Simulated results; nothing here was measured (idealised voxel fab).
A process module follows: voxel capacitor over wiring.
This is section cut - it's 205 nm across, gridded in 5 nm square cells.
Cross-sections here: square-cell grids, written as top-down lists of bands, a band being one or more rows of cells. Each band's line starts with the height of the band's top and of its bottom, in nm. Then come its materials from left to right, each with its width in nm. One material with "full width" fills the band from edge to edge. "blank" is empty space. A quick word on heights: they are counted from 0, and under that level the wafer as it came to us is one material throughout. The lowest band is different from the rest in having no bottom; it simply continues downward, written as in "0 and below". You'd read "30 to 40" like this: the band's top row of cells is as wide as the first number, its bottom row is as wide as the second, and going down, every row changes width by the same amount as the row before did. Key: "nothing got changed" - step with no changed cell in the cross-section. Closed-off voids of 8+ cells (no open route to the top) go in "Fully enclosed voids", written width x height at distance from the left edge, in nm. On each step's line, the part that comes after the settings is the simulator's own comment on the step. When a step includes a mask, the "overlay nm" setting on its line states how far to the right of its planned place that mask lay, and negative values state how far to the left.

[The process steps that were planned are listed below]
1) RECEIVE with material Si
2) CONFORMAL_DEP with material SiO2, thk nm 15
3) CONFORMAL_DEP with material SiCN, thk nm 5
4) DIRECTIONAL_DEP with material lowk, thk nm 25
5) MASKED_ETCH with tone open, mask id METAL_1, width nm 25, pitch nm 90, etch materials lowk, depth nm 25, overlay nm 0
6) MASKED_ETCH with tone open, mask id METAL_1, width nm 25, pitch nm 90, etch materials SiCN, depth nm 5, overlay nm 0
7) CONFORMAL_DEP with material TiN, thk nm 5
8) FILL_DEP with material Cu, thk nm 5
9) CMP with height nm 45
10) CONFORMAL_DEP with material SiCN, thk nm 5
11) DIRECTIONAL_DEP with material lowk, thk nm 10
12) DIRECTIONAL_DEP with material aC, thk nm 15
13) PATTERN with tone open, mask id PLUG_1, material resist, width nm 15, thk nm 30, overlay nm 0
14) DIRECTIONAL_ETCH with etch materials aC, depth nm 15
15) STRIP with etch materials resist
16) DIRECTIONAL_ETCH with etch materials lowk, depth nm 10
17) DIRECTIONAL_ETCH with etch materials SiCN, depth nm 5
18) STRIP with etch materials aC
19) EPI with material Ru, thk nm 10
20) EPI with material Ru, thk nm 5
21) DIRECTIONAL_DEP with material TiN, thk nm 5
22) DIRECTIONAL_DEP with material SiN, thk nm 5
23) DIRECTIONAL_DEP with material TiN, thk nm 5
24) PATTERN with tone cover, mask id UPPER_PLATE, material resist, width nm 70, thk nm 15, overlay nm 0
25) DIRECTIONAL_ETCH with etch materials TiN, depth nm 5
26) DIRECTIONAL_ETCH with etch materials SiN, depth nm 5
27) STRIP with etch materials resist
28) DIRECTIONAL_DEP with material aC, thk nm 15
29) PATTERN with tone cover, mask id LOWER_PLATE, material resist, width nm 80, thk nm 35, overlay nm 0
30) DIRECTIONAL_ETCH with etch materials aC, depth nm 15
31) STRIP with etch materials resist
32) DIRECTIONAL_ETCH with etch materials TiN, depth nm 5
33) STRIP with etch materials aC
34) FILL_DEP with material SiO2, thk nm 20
35) CMP with height nm 90
36) DIRECTIONAL_DEP with material aC, thk nm 15
37) PATTERN with tone open, mask id PLUG_2, material resist, width nm 15, thk nm 35, overlay nm 0
38) DIRECTIONAL_ETCH with etch materials aC, depth nm 15
39) STRIP with etch materials resist
40) DIRECTIONAL_ETCH with etch materials SiO2, depth nm 15
41) STRIP with etch materials aC
42) CONFORMAL_DEP with material TiN, thk nm 5
43) FILL_DEP with material Cu, thk nm 10
44) CMP with height nm 90
45) CONFORMAL_DEP with material SiCN, thk nm 5

[First of two wafers: run as planned]

[Cross-section, incoming material, after step 1]
  0 and below  Si full width
  Fully enclosed voids: none

[State of the wafer after step 2, shown in cross-section]
  15 down to 0  SiO2 full width
  For the remainder of the cross-section, below 0, there is no change.

[State of the wafer after step 3, shown in cross-section]
  20 down to 15  SiCN full width
  For the remainder of the cross-section, below 15, there is no change.

[State of the wafer after step 4, shown in cross-section]
  45 down to 20  lowk full width
  For the remainder of the cross-section, below 20, there is no change.

[State of the wafer after step 5, shown in cross-section]
  45 down to 20  lowk: 45 / blank: 25 / lowk: 65 / blank: 25 / lowk: 45
  For the remainder of the cross-section, below 20, there is no change.

[State of the wafer after step 6, shown in cross-section]
  45 down to 20  lowk: 45 / blank: 25 / lowk: 65 / blank: 25 / lowk: 45
  20 down to 15  SiCN: 45 / blank: 25 / SiCN: 65 / blank: 25 / SiCN: 45
  For the remainder of the cross-section, below 15, there is no change.

[State of the wafer after step 7, shown in cross-section]
  50 down to 45  TiN: 50 / blank: 15 / TiN: 75 / blank: 15 / TiN: 50
  45 down to 20  lowk: 45 / TiN: 5 / blank: 15 / TiN: 5 / lowk: 65 / TiN: 5 / blank: 15 / TiN: 5 / lowk: 45
  20 down to 15  SiCN: 45 / TiN: 25 / SiCN: 65 / TiN: 25 / SiCN: 45
  For the remainder of the cross-section, below 15, there is no change.

[State of the wafer after step 8, shown in cross-section]
  55 down to 50  Cu full width
  50 down to 45  TiN: 50 / Cu: 15 / TiN: 75 / Cu: 15 / TiN: 50
  45 down to 20  lowk: 45 / TiN: 5 / Cu: 15 / TiN: 5 / lowk: 65 / TiN: 5 / Cu: 15 / TiN: 5 / lowk: 45
  For the remainder of the cross-section, below 20, there is no change.

[State of the wafer after step 9, shown in cross-section]
  45 down to 20  lowk: 45 / TiN: 5 / Cu: 15 / TiN: 5 / lowk: 65 / TiN: 5 / Cu: 15 / TiN: 5 / lowk: 45
  For the remainder of the cross-section, below 20, there is no change.

[State of the wafer after step 10, shown in cross-section]
  50 down to 45  SiCN full width
  For the remainder of the cross-section, below 45, there is no change.

[State of the wafer after step 11, shown in cross-section]
  60 down to 50  lowk full width
  For the remainder of the cross-section, below 50, there is no change.

[State of the wafer after step 12, shown in cross-section]
  75 down to 60  aC full width
  For the remainder of the cross-section, below 60, there is no change.

[State of the wafer after step 13, shown in cross-section]
  105 down to 75  resist: 55 / blank: 15 / resist: 135
  For the remainder of the cross-section, below 75, there is no change.

[State of the wafer after step 14, shown in cross-section]
  90 down to 75  resist: 55 / blank: 15 / resist: 135
  75 down to 60  aC: 55 / blank: 15 / aC: 135
  For the remainder of the cross-section, below 60, there is no change.

[State of the wafer after step 15, shown in cross-section]
  75 down to 60  aC: 55 / blank: 15 / aC: 135
  For the remainder of the cross-section, below 60, there is no change.

[State of the wafer after step 16, shown in cross-section]
  75 down to 60  aC: 55 / blank: 15 / aC: 135
  60 down to 50  lowk: 55 / blank: 15 / lowk: 135
  For the remainder of the cross-section, below 50, there is no change.

[State of the wafer after step 17, shown in cross-section]
  75 down to 60  aC: 55 / blank: 15 / aC: 135
  60 down to 50  lowk: 55 / blank: 15 / lowk: 135
  50 down to 45  SiCN: 55 / blank: 15 / SiCN: 135
  For the remainder of the cross-section, below 45, there is no change.

[State of the wafer after step 18, shown in cross-section]
  60 down to 50  lowk: 55 / blank: 15 / lowk: 135
  For the remainder of the cross-section, below 50, there is no change.

[State of the wafer after step 19, shown in cross-section]
  60 down to 55  lowk: 55 / blank: 15 / lowk: 135
  55 down to 50  lowk: 55 / Ru: 15 / lowk: 135
  50 down to 45  SiCN: 55 / Ru: 15 / SiCN: 135
  For the remainder of the cross-section, below 45, there is no change.

[State of the wafer after step 20, shown in cross-section]
  60 down to 50  lowk: 55 / Ru: 15 / lowk: 135
  For the remainder of the cross-section, below 50, there is no change.

[State of the wafer after step 21, shown in cross-section]
  65 down to 60  TiN full width
  For the remainder of the cross-section, below 60, there is no change.

[State of the wafer after step 22, shown in cross-section]
  70 down to 65  SiN full width
  For the remainder of the cross-section, below 65, there is no change.

[State of the wafer after step 23, shown in cross-section]
  75 down to 70  TiN full width
  For the remainder of the cross-section, below 70, there is no change.

[State of the wafer after step 24, shown in cross-section]
  90 down to 75  blank: 55 / resist: 70 / blank: 80
  For the remainder of the cross-section, below 75, there is no change.

[State of the wafer after step 25, shown in cross-section]
  90 down to 75  blank: 55 / resist: 70 / blank: 80
  75 down to 70  blank: 55 / TiN: 70 / blank: 80
  For the remainder of the cross-section, below 70, there is no change.

[State of the wafer after step 26, shown in cross-section]
  90 down to 75  blank: 55 / resist: 70 / blank: 80
  75 down to 70  blank: 55 / TiN: 70 / blank: 80
  70 down to 65  blank: 55 / SiN: 70 / blank: 80
  For the remainder of the cross-section, below 65, there is no change.

[State of the wafer after step 27, shown in cross-section]
  75 down to 70  blank: 55 / TiN: 70 / blank: 80
  For the remainder of the cross-section, below 70, there is no change.

[State of the wafer after step 28, shown in cross-section]
  90 down to 80  blank: 55 / aC: 70 / blank: 80
  80 down to 75  aC full width
  75 down to 70  aC: 55 / TiN: 70 / aC: 80
  70 down to 65  aC: 55 / SiN: 70 / aC: 80
  For the remainder of the cross-section, below 65, there is no change.

[State of the wafer after step 29, shown in cross-section]
  125 down to 90  blank: 50 / resist: 80 / blank: 75
  90 down to 80  blank: 50 / resist: 5 / aC: 70 / resist: 5 / blank: 75
  For the remainder of the cross-section, below 80, there is no change.

[State of the wafer after step 30, shown in cross-section]
  110 down to 90  blank: 50 / resist: 80 / blank: 75
  90 down to 80  blank: 50 / resist: 5 / aC: 70 / resist: 5 / blank: 75
  80 down to 75  blank: 50 / aC: 80 / blank: 75
  75 down to 70  blank: 50 / aC: 5 / TiN: 70 / aC: 5 / blank: 75
  70 down to 65  blank: 50 / aC: 5 / SiN: 70 / aC: 5 / blank: 75
  For the remainder of the cross-section, below 65, there is no change.

[State of the wafer after step 31, shown in cross-section]
  90 down to 80  blank: 55 / aC: 70 / blank: 80
  For the remainder of the cross-section, below 80, there is no change.

[State of the wafer after step 32, shown in cross-section]
  90 down to 80  blank: 55 / aC: 70 / blank: 80
  80 down to 75  blank: 50 / aC: 80 / blank: 75
  75 down to 70  blank: 50 / aC: 5 / TiN: 70 / aC: 5 / blank: 75
  70 down to 65  blank: 50 / aC: 5 / SiN: 70 / aC: 5 / blank: 75
  65 down to 60  blank: 50 / TiN: 80 / blank: 75
  For the remainder of the cross-section, below 60, there is no change.

[State of the wafer after step 33, shown in cross-section]
  75 down to 70  blank: 55 / TiN: 70 / blank: 80
  70 down to 65  blank: 55 / SiN: 70 / blank: 80
  For the remainder of the cross-section, below 65, there is no change.

[State of the wafer after step 34, shown in cross-section]
  95 down to 75  SiO2 full width
  75 down to 70  SiO2: 55 / TiN: 70 / SiO2: 80
  70 down to 65  SiO2: 55 / SiN: 70 / SiO2: 80
  65 down to 60  SiO2: 50 / TiN: 80 / SiO2: 75
  For the remainder of the cross-section, below 60, there is no change.

[State of the wafer after step 35, shown in cross-section]
  90 down to 75  SiO2 full width
  For the remainder of the cross-section, below 75, there is no change.

[State of the wafer after step 36, shown in cross-section]
  105 down to 90  aC full width
  For the remainder of the cross-section, below 90, there is no change.

[State of the wafer after step 37, shown in cross-section]
  140 down to 105  resist: 65 / blank: 15 / resist: 125
  For the remainder of the cross-section, below 105, there is no change.

[State of the wafer after step 38, shown in cross-section]
  125 down to 105  resist: 65 / blank: 15 / resist: 125
  105 down to 90  aC: 65 / blank: 15 / aC: 125
  For the remainder of the cross-section, below 90, there is no change.

[State of the wafer after step 39, shown in cross-section]
  105 down to 90  aC: 65 / blank: 15 / aC: 125
  For the remainder of the cross-section, below 90, there is no change.

[State of the wafer after step 40, shown in cross-section]
  105 down to 90  aC: 65 / blank: 15 / aC: 125
  90 down to 75  SiO2: 65 / blank: 15 / SiO2: 125
  For the remainder of the cross-section, below 75, there is no change.

[State of the wafer after step 41, shown in cross-section]
  90 down to 75  SiO2: 65 / blank: 15 / SiO2: 125
  For the remainder of the cross-section, below 75, there is no change.

[State of the wafer after step 42, shown in cross-section]
  95 down to 90  TiN: 70 / blank: 5 / TiN: 130
  90 down to 80  SiO2: 65 / TiN: 5 / blank: 5 / TiN: 5 / SiO2: 125
  80 down to 70  SiO2: 65 to 55 / TiN: 15 to 70 / SiO2: 125 to 80
  For the remainder of the cross-section, below 70, there is no change.

[State of the wafer after step 43, shown in cross-section]
  105 down to 95  Cu full width
  95 down to 90  TiN: 70 / Cu: 5 / TiN: 130
  90 down to 80  SiO2: 65 / TiN: 5 / Cu: 5 / TiN: 5 / SiO2: 125
  For the remainder of the cross-section, below 80, there is no change.

[State of the wafer after step 44, shown in cross-section]
  90 down to 80  SiO2: 65 / TiN: 5 / Cu: 5 / TiN: 5 / SiO2: 125
  For the remainder of the cross-section, below 80, there is no change.

[State of the wafer after step 45, shown in cross-section]
  95 down to 90  SiCN full width
  For the remainder of the cross-section, below 90, there is no change.

[The second wafer: identical to the first at the outset and in its planned sequence, differing only in that one mistake was made during processing; up to and including step 20, its path is the first wafer's path]

At the planned end of step 21, the second wafer in cross-section: nothing got changed

[At the planned end of step 22, the second wafer in cross-section]
  65 down to 60  SiN full width
  For the remainder of the cross-section, below 60, there is no change.

[At the planned end of step 23, the second wafer in cross-section]
  70 down to 65  TiN full width
  For the remainder of the cross-section, below 65, there is no change.

[At the planned end of step 24, the second wafer in cross-section]
  85 down to 70  blank: 55 / resist: 70 / blank: 80
  For the remainder of the cross-section, below 70, there is no change.

[At the planned end of step 25, the second wafer in cross-section]
  85 down to 70  blank: 55 / resist: 70 / blank: 80
  70 down to 65  blank: 55 / TiN: 70 / blank: 80
  For the remainder of the cross-section, below 65, there is no change.

[At the planned end of step 26, the second wafer in cross-section]
  85 down to 70  blank: 55 / resist: 70 / blank: 80
  70 down to 65  blank: 55 / TiN: 70 / blank: 80
  65 down to 60  blank: 55 / SiN: 70 / blank: 80
  For the remainder of the cross-section, below 60, there is no change.

[At the planned end of step 27, the second wafer in cross-section]
  70 down to 65  blank: 55 / TiN: 70 / blank: 80
  For the remainder of the cross-section, below 65, there is no change.

[At the planned end of step 28, the second wafer in cross-section]
  85 down to 75  blank: 55 / aC: 70 / blank: 80
  75 down to 70  aC full width
  70 down to 65  aC: 55 / TiN: 70 / aC: 80
  65 down to 60  aC: 55 / SiN: 70 / aC: 80
  For the remainder of the cross-section, below 60, there is no change.

[At the planned end of step 29, the second wafer in cross-section]
  120 down to 85  blank: 50 / resist: 80 / blank: 75
  85 down to 75  blank: 50 / resist: 5 / aC: 70 / resist: 5 / blank: 75
  For the remainder of the cross-section, below 75, there is no change.

[At the planned end of step 30, the second wafer in cross-section]
  105 down to 85  blank: 50 / resist: 80 / blank: 75
  85 down to 75  blank: 50 / resist: 5 / aC: 70 / resist: 5 / blank: 75
  75 down to 70  blank: 50 / aC: 80 / blank: 75
  70 down to 65  blank: 50 / aC: 5 / TiN: 70 / aC: 5 / blank: 75
  65 down to 60  blank: 50 / aC: 5 / SiN: 70 / aC: 5 / blank: 75
  For the remainder of the cross-section, below 60, there is no change.

[At the planned end of step 31, the second wafer in cross-section]
  85 down to 75  blank: 55 / aC: 70 / blank: 80
  For the remainder of the cross-section, below 75, there is no change.

At the planned end of step 32, the second wafer in cross-section: nothing got changed

[At the planned end of step 33, the second wafer in cross-section]
  70 down to 65  blank: 55 / TiN: 70 / blank: 80
  65 down to 60  blank: 55 / SiN: 70 / blank: 80
  For the remainder of the cross-section, below 60, there is no change.

[At the planned end of step 34, the second wafer in cross-section]
  90 down to 70  SiO2 full width
  70 down to 65  SiO2: 55 / TiN: 70 / SiO2: 80
  65 down to 60  SiO2: 55 / SiN: 70 / SiO2: 80
  For the remainder of the cross-section, below 60, there is no change.

At the planned end of step 35, the second wafer in cross-section: nothing got changed

[At the planned end of step 36, the second wafer in cross-section]
  105 down to 90  aC full width
  For the remainder of the cross-section, below 90, there is no change.

[At the planned end of step 37, the second wafer in cross-section]
  140 down to 105  resist: 65 / blank: 15 / resist: 125
  For the remainder of the cross-section, below 105, there is no change.

[At the planned end of step 38, the second wafer in cross-section]
  125 down to 105  resist: 65 / blank: 15 / resist: 125
  105 down to 90  aC: 65 / blank: 15 / aC: 125
  For the remainder of the cross-section, below 90, there is no change.

[At the planned end of step 39, the second wafer in cross-section]
  105 down to 90  aC: 65 / blank: 15 / aC: 125
  For the remainder of the cross-section, below 90, there is no change.

[At the planned end of step 40, the second wafer in cross-section]
  105 down to 90  aC: 65 / blank: 15 / aC: 125
  90 down to 75  SiO2: 65 / blank: 15 / SiO2: 125
  For the remainder of the cross-section, below 75, there is no change.

[At the planned end of step 41, the second wafer in cross-section]
  90 down to 75  SiO2: 65 / blank: 15 / SiO2: 125
  For the remainder of the cross-section, below 75, there is no change.

[At the planned end of step 42, the second wafer in cross-section]
  95 down to 90  TiN: 70 / blank: 5 / TiN: 130
  90 down to 80  SiO2: 65 / TiN: 5 / blank: 5 / TiN: 5 / SiO2: 125
  80 down to 75  SiO2: 65 / TiN: 15 / SiO2: 125
  For the remainder of the cross-section, below 75, there is no change.

[At the planned end of step 43, the second wafer in cross-section]
  105 down to 95  Cu full width
  95 down to 90  TiN: 70 / Cu: 5 / TiN: 130
  90 down to 80  SiO2: 65 / TiN: 5 / Cu: 5 / TiN: 5 / SiO2: 125
  For the remainder of the cross-section, below 80, there is no change.

[At the planned end of step 44, the second wafer in cross-section]
  90 down to 80  SiO2: 65 / TiN: 5 / Cu: 5 / TiN: 5 / SiO2: 125
  For the remainder of the cross-section, below 80, there is no change.

[At the planned end of step 45, the second wafer in cross-section]
  95 down to 90  SiCN full width
  For the remainder of the cross-section, below 90, there is no change.
What was done differently from what was planned? the plan's step 21 was left out and never carried out
Final tally in cells, some materials are higher or lower on the second wafer than on the first: SiO2 +16; TiN -16
